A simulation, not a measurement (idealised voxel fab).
Process module under the name voxel capacitor over wiring
The width of the displayed cross-section, cut, is 260 nm; its cells are square, with a size of 5 nm.
Notation: cross-section as square-cell grid; stated in bands, top first, going down; one or more cell rows per band. Look at the band entry: it leads with the top's height and the bottom's height in nm. Then it lists the materials left to right, with a width in nm for each. The word "full width" on a single material says that material fills the band edge to edge. The word "empty" is empty space. Zero point of the height axis is 0; under it, received wafer = one material. Lowest band: continues down indefinitely, "from 0 down". Width: "30 to 40" (first number = top row, second number = bottom row, same change from row to row of cells). Step note "nothing changed" = no cross-section cell changed. "Fully sealed cavities" enumerates empty spaces isolated from the top, with no open way to it, that contain at least 8 cells, giving each as width x height at distance from the left edge, all three in nm. Whatever follows a step's settings on its line is a remark the simulator itself makes about that step. The optional step-line setting "overlay nm" applies to steps with a mask and quantifies how far to the right of its planned location the mask lay, a negative value indicating leftward placement.

This section lists the process steps that were planned:
1 RECEIVE | material Si
2 CONFORMAL_DEP | material SiO2 | thk nm 15
3 CONFORMAL_DEP | material SiCN | thk nm 5
4 DIRECTIONAL_DEP | material lowk | thk nm 25
5 DIRECTIONAL_DEP | material aC | thk nm 10
6 PATTERN | tone open | mask id METAL_1 | material resist | width nm 20 | pitch nm 80 | thk nm 30 | overlay nm 0
7 DIRECTIONAL_ETCH | etch materials aC | depth nm 10
8 STRIP | etch materials resist
9 DIRECTIONAL_ETCH | etch materials lowk | depth nm 25
10 DIRECTIONAL_ETCH | etch materials SiCN | depth nm 5
11 STRIP | etch materials aC
12 CONFORMAL_DEP | material TiN | thk nm 5
13 FILL_DEP | material Ru | thk nm 5
14 CMP | height nm 45
15 EPI | material Ru | thk nm 5
16 FILL_DEP | material SiCN | thk nm 5
17 DIRECTIONAL_DEP | material SiO2 | thk nm 20
18 MASKED_ETCH | tone open | mask id PLUG_1 | width nm 15 | etch materials SiO2 | depth nm 20 | overlay nm 0
19 MASKED_ETCH | tone open | mask id PLUG_1 | width nm 15 | etch materials SiCN | depth nm 5 | overlay nm 0
20 CONFORMAL_DEP | material TiN | thk nm 5
21 FILL_DEP | material W | thk nm 10
22 CMP | height nm 75
23 DIRECTIONAL_DEP | material TiN | thk nm 5
24 DIRECTIONAL_DEP | material Al2O3 | thk nm 5
25 DIRECTIONAL_DEP | material TiN | thk nm 10
26 PATTERN | tone cover | mask id UPPER_PLATE | material resist | width nm 65 | thk nm 15 | overlay nm 0
27 DIRECTIONAL_ETCH | etch materials TiN | depth nm 10
28 DIRECTIONAL_ETCH | etch materials Al2O3 | depth nm 5
29 STRIP | etch materials resist
30 PATTERN | tone cover | mask id LOWER_PLATE | material resist | width nm 75 | thk nm 15 | overlay nm 0
31 DIRECTIONAL_ETCH | etch materials TiN | depth nm 5
32 STRIP | etch materials resist
33 FILL_DEP | material SiO2 | thk nm 20
34 CMP | height nm 110
35 PATTERN | tone open | mask id PLUG_2 | material resist | width nm 15 | thk nm 15 | overlay nm 0
36 DIRECTIONAL_ETCH | etch materials SiO2 | depth nm 15
37 STRIP | etch materials resist
38 CONFORMAL_DEP | material TiN | thk nm 5
39 FILL_DEP | material Ru | thk nm 10
40 CMP | height nm 110
41 CONFORMAL_DEP | material SiCN | thk nm 5

Wafer cross-section on receipt, i.e. after step 1:
> from 0 down: Si full width
> Fully sealed cavities: none

Figure: cross-sectional view of the wafer upon completion of the module, processed from the initial state and according to the plan depicted above, with one error introduced during execution:
> from 115 to 110: SiCN full width
> from 110 to 100: 95 SiO2 / 5 TiN / 5 Ru / 5 TiN / 150 SiO2
> from 100 to 95: 95 SiO2 / 15 TiN / 150 SiO2
> from 95 to 85: 85 SiO2 / 65 TiN / 110 SiO2
> from 85 to 80: 85 SiO2 / 65 Al2O3 / 110 SiO2
> from 80 to 75: 80 SiO2 / 75 TiN / 105 SiO2
> from 75 to 70: 70 W / 20 TiN / 5 W / 15 TiN / 40 W / 40 TiN / 70 W
> from 70 to 65: 75 TiN / 10 SiO2 / 5 TiN / 5 W / 5 TiN / 5 SiO2 / 50 TiN / 30 SiO2 / 75 TiN
> from 65 to 55: 85 SiO2 / 5 TiN / 5 W / 5 TiN / 160 SiO2
> from 55 to 50: 85 SiO2 / 15 TiN / 160 SiO2
> from 50 to 45: 75 SiO2 / 30 Ru / 50 SiO2 / 30 Ru / 75 SiO2
> from 45 to 20: 80 lowk / 5 TiN / 10 Ru / 5 TiN / 60 lowk / 5 TiN / 10 Ru / 5 TiN / 80 lowk
> from 20 to 15: 80 SiCN / 20 TiN / 60 SiCN / 20 TiN / 80 SiCN
> from 15 to 0: SiO2 full width
> from 0 down: Si full width
> Fully sealed cavities: none
In executing the process, a mistake was made relative to the plan: skipped: plan step 16 (never run)
